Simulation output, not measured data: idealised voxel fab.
Proc. module: voxel released beams
Shown is cross-section cut, with a width of 260 nm and square cells of size 5 nm.
A cross-section in this document is a grid of square cells, and it is written down as bands, the top band listed before the ones below it; a band is made up of one or more rows of cells. Read a band's entry like this: the first values are the height of its top and the height of its bottom in nm, and what follows is the sequence of materials from left to right, each with its width in nm. Note that "empty" is empty space, and that a single material marked "everywhere" reaches across the band from edge to edge. Heads up on the height convention: 0 is the point under which the incoming wafer is all one material, and the lowest band has no bottom, it just keeps going down, like "0 nm and below". Top row gets the first number, bottom row gets the second, and each row in between changes by the same step: that is how a band width like "30..40" works. "no change occurred" after a step means that no cell of the cross-section changed. "Entrapped voids" enumerates empty spaces isolated from the top, with no open way to it, that contain at least 8 cells, giving each as width x height at distance from the left edge, all three in nm. Heads up: the bit after the settings on a step's line is the simulator's remark on that step. overlay nm: right-of-plan distance of the mask on a masked step; negative values mean left-of-plan.

**The following list gives the planned process steps**
- 1: RECEIVE,material Si
- 2: CONFORMAL_DEP,material Al2O3,thk nm 5
- 3: DIRECTIONAL_DEP,material SiO2,thk nm 10
- 4: PATTERN,tone open,mask id ANCHOR,material resist,width nm 25,thk nm 20,overlay nm 0
- 5: DIRECTIONAL_ETCH,etch materials SiO2,depth nm 10
- 6: STRIP,etch materials resist
- 7: CONFORMAL_DEP,material SiN,thk nm 10
- 8: PATTERN,tone cover,mask id BEAM,material resist,width nm 105,thk nm 15,overlay nm 0
- 9: DIRECTIONAL_ETCH,etch materials SiN,depth nm 10
- 10: STRIP,etch materials resist
- 11: STRIP,etch materials SiO2

**As-received wafer cross-section (after step 1)**
* 0 nm and below: Si everywhere
* Entrapped voids: none

**Run as planned - first of the two wafers cross-sectioned at the end of the module**
* 25 nm to 15 nm: empty=75, SiN=15, empty=5, SiN=85, empty=80
* 15 nm to 5 nm: empty=80, SiN=25, empty=155
* 5 nm to 0 nm: Al2O3 everywhere
* 0 nm and below: Si everywhere
* Entrapped voids: none

**Presented here is a cross-section of the second of the two wafers as it stood at the end of the module. It was started in the same manner and assigned the same plan as the first wafer; however, one mistake was made in its execution**
* 20 nm to 10 nm: empty=75, SiN=15, empty=5, SiN=85, empty=80
* 10 nm to 0 nm: empty=80, SiN=25, empty=155
* 0 nm and below: Si everywhere
* Entrapped voids: none
what went wrong: step 2 of the plan was jumped over and never run
The closing comparison, in cells, has the second wafer with more or fewer of some materials than the first: -52 Al2O3
